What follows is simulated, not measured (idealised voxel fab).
Proc. module: voxel self aligned vias
cross-section cut | 275 nm wide | cells 5 nm
Notation: cross-section as square-cell grid; stated in bands, top first, going down; one or more cell rows per band.
Read a band's entry like this: the first values are the height of its top and the height of its bottom in nm, and what follows is the sequence of materials from left to right, each with its width in nm. Note that "blank" is empty space, and that a single material marked "edge to edge" reaches across the band from edge to edge.
We count height from 0. Below that, the starting wafer is all one material. The lowest band never ends at the bottom but goes on down; see "0 and below" for how that is written.
Read "30 to 40" as a graded width: first number on top, second number at the bottom, same change between each pair of neighbouring rows.
"no modification" means the step left every cell of the cross-section as it was.
Enclosed voids (no open way to top), threshold 8 cells or more, entry "Enclosed empty spaces", notation width x height at distance, distance from left edge, nm.
Where a step's line continues beyond its settings, the continuation is a remark by the simulator itself on that step.
If you see "overlay nm" on a step's line and that step has a mask, it's telling you how far right of where it was planned the mask ended up; a negative number means it went left instead.
Listed below are the process steps as planned:
1,RECEIVE: material Si
2,CONFORMAL_DEP: material SiO2, thk nm 10
3,CONFORMAL_DEP: material SiCN, thk nm 5
4,DIRECTIONAL_DEP: material lowk, thk nm 20
5,DIRECTIONAL_DEP: material aC, thk nm 15
6,PATTERN: tone open, mask id LINES, material resist, width nm 25, pitch nm 60, thk nm 35, overlay nm 0
7,DIRECTIONAL_ETCH: etch materials aC, depth nm 15
8,STRIP: etch materials resist
9,DIRECTIONAL_ETCH: etch materials lowk, depth nm 20
10,STRIP: etch materials aC
11,CONFORMAL_DEP: material TiN, thk nm 5
12,FILL_DEP: material W, thk nm 5
13,CMP: height nm 35
14,SELECTIVE_ETCH: etch materials W Ru TiN, depth nm 5
15,FILL_DEP: material SiN, thk nm 10
16,CMP: height nm 35
17,DIRECTIONAL_DEP: material lowk, thk nm 20
18,PATTERN: tone open, mask id VIAS, material resist, width nm 25, pitch nm 120, thk nm 20, overlay nm 0
19,DIRECTIONAL_ETCH: etch materials lowk, depth nm 20
20,DIRECTIONAL_ETCH: etch materials SiN, depth nm 5
21,STRIP: etch materials resist
22,CONFORMAL_DEP: material TiN, thk nm 5
23,FILL_DEP: material W, thk nm 10
24,CMP: height nm 55
25,CONFORMAL_DEP: material SiCN, thk nm 5
Wafer-to-wafer difference: width nm, step 18. Common start. Plan = first wafer's value.
Cut through the first of several wafers as received, post step 1:
> 0 and below | Si edge to edge
> Enclosed empty spaces: none
Wafer cross-section (first of several) - module end, post step 25 (last step):
> 60 down to 55 | SiCN edge to edge
> 55 down to 35 | lowk 65 nm | TiN 5 nm | W 15 nm | TiN 5 nm | lowk 95 nm | TiN 5 nm | W 15 nm | TiN 5 nm | lowk 65 nm
> 35 down to 30 | lowk 65 nm | TiN 25 nm | lowk 35 nm | SiN 25 nm | lowk 35 nm | TiN 25 nm | lowk 65 nm
> 30 down to 20 | lowk 65 nm | TiN 5 nm | W 15 nm | TiN 5 nm | lowk 35 nm | TiN 5 nm | W 15 nm | TiN 5 nm | lowk 35 nm | TiN 5 nm | W 15 nm | TiN 5 nm | lowk 65 nm
> 20 down to 15 | lowk 65 nm | TiN 25 nm | lowk 35 nm | TiN 25 nm | lowk 35 nm | TiN 25 nm | lowk 65 nm
> 15 down to 10 | SiCN edge to edge
> 10 down to 0 | SiO2 edge to edge
> 0 and below | Si edge to edge
> Enclosed empty spaces: none
The final wafer, sectioned at module end:
> 60 down to 55 | SiCN edge to edge
> 55 down to 40 | lowk 55 nm | TiN 5 nm | W 40 nm | TiN 5 nm | lowk 70 nm | TiN 5 nm | W 40 nm | TiN 5 nm | lowk 50 nm
> 40 down to 35 | lowk 55 nm | TiN 15 nm | W 15 nm | TiN 20 nm | lowk 70 nm | TiN 15 nm | W 15 nm | TiN 20 nm | lowk 50 nm
> 35 down to 30 | lowk 65 nm | TiN 25 nm | lowk 35 nm | SiN 25 nm | lowk 35 nm | TiN 25 nm | lowk 65 nm
> 30 down to 20 | lowk 65 nm | TiN 5 nm | W 15 nm | TiN 5 nm | lowk 35 nm | TiN 5 nm | W 15 nm | TiN 5 nm | lowk 35 nm | TiN 5 nm | W 15 nm | TiN 5 nm | lowk 65 nm
> 20 down to 15 | lowk 65 nm | TiN 25 nm | lowk 35 nm | TiN 25 nm | lowk 35 nm | TiN 25 nm | lowk 65 nm
> 15 down to 10 | SiCN edge to edge
> 10 down to 0 | SiO2 edge to edge
> 0 and below | Si edge to edge
> Enclosed empty spaces: none
Per-wafer rows below. For each material: cells gained (+) or lost (-) since the wafer was received, as of end of module. Then: closed voids:
width nm 25 | +110 SiCN | +5 SiN | +110 SiO2 | +53 TiN | +42 W | +340 lowk | Enclosed empty spaces: none
width nm 30 | +110 SiCN | +5 SiN | +110 SiO2 | +55 TiN | +48 W | +332 lowk | Enclosed empty spaces: none
width nm 35 | +110 SiCN | +5 SiN | +110 SiO2 | +57 TiN | +54 W | +324 lowk | Enclosed empty spaces: none
width nm 40 | +110 SiCN | +5 SiN | +110 SiO2 | +59 TiN | +60 W | +316 lowk | Enclosed empty spaces: none
width nm 45 | +110 SiCN | +5 SiN | +110 SiO2 | +61 TiN | +66 W | +308 lowk | Enclosed empty spaces: none
width nm 50 | +110 SiCN | +5 SiN | +110 SiO2 | +63 TiN | +72 W | +300 lowk | Enclosed empty spaces: none
